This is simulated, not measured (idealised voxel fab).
process module | voxel self aligned contacts
cross-section cut | 260 nm wide | cells 5 nm
A cross-section is a grid of square cells, given in bands from the top down. A band is one or more rows of cells.
Each band's line starts with the height of the band's top and of its bottom, in nm. Then come its materials from left to right, each with its width in nm. One material with "throughout" fills the band from edge to edge. "air" is empty space.
Height 0 is the level under which the wafer as received is all one material. The lowest band goes on downwards, as in "0 down".
A width such as "30 to 40" changes by the same amount from each row of cells to the next, from the band's top row to its bottom row.
"no change" after a step means that no cell of the cross-section changed.
closed voids: empty space of 8 cells or more with no open way to the top, each as width x height at its distance from the left edge, in nm
after a step's settings: what the simulator itself notes on the step
overlay nm, on a step with a mask: how far to the right of its planned place the mask lay; to the left if negative
plan
1 op RECEIVE | material Si
2 op OXIDIZE | depth nm 5
3 op DIRECTIONAL_DEP | material polySi | thk nm 20
4 op DIRECTIONAL_DEP | material SiN | thk nm 20
5 op DIRECTIONAL_DEP | material aC | thk nm 15
6 op PATTERN | tone cover | mask id GATE | material resist | width nm 25 | pitch nm 50 | thk nm 30 | overlay nm 0
7 op DIRECTIONAL_ETCH | etch materials aC | depth nm 15
8 op STRIP | etch materials resist
9 op DIRECTIONAL_ETCH | etch materials SiN | depth nm 20
10 op DIRECTIONAL_ETCH | etch materials polySi | depth nm 20
11 op STRIP | etch materials aC
12 op CONFORMAL_DEP | material SiN | thk nm 5
13 op DIRECTIONAL_ETCH | etch materials SiN | depth nm 5
14 op FILL_DEP | material SiO2 | thk nm 15
15 op CMP | height nm 45
16 op DIRECTIONAL_DEP | material aC | thk nm 15
17 op PATTERN | tone open | mask id CONTACT | material resist | width nm 35 | thk nm 30 | overlay nm 0
18 op DIRECTIONAL_ETCH | etch materials aC | depth nm 15
19 op STRIP | etch materials resist
20 op DIRECTIONAL_ETCH | etch materials SiO2 | depth nm 50
21 op STRIP | etch materials aC
22 op CONFORMAL_DEP | material TiN | thk nm 5
23 op FILL_DEP | material W | thk nm 5
24 op CMP | height nm 45
25 op CONFORMAL_DEP | material SiN | thk nm 5
as received, after step 1
  0 down: Si throughout
  closed voids: none
a wafer at the end: this start, this plan, one mistake
  50 to 45: SiN throughout
  45 to 40: SiO2 110 | TiN 35 | SiO2 115
  40 to 20: SiN 95 | SiO2 15 | SiN 35 | SiO2 15 | SiN 100
  20 to 0: polySi 90 | SiN 5 | SiO2 15 | SiN 5 | polySi 25 | SiN 5 | SiO2 15 | SiN 5 | polySi 95
  0 to -5: SiO2 throughout
  -5 down: Si throughout
  closed voids: none
what went wrong: step 6 ran as: op PATTERN | tone open | mask id GATE | material resist | width nm 25 | pitch nm 50 | thk nm 30 | overlay nm 0
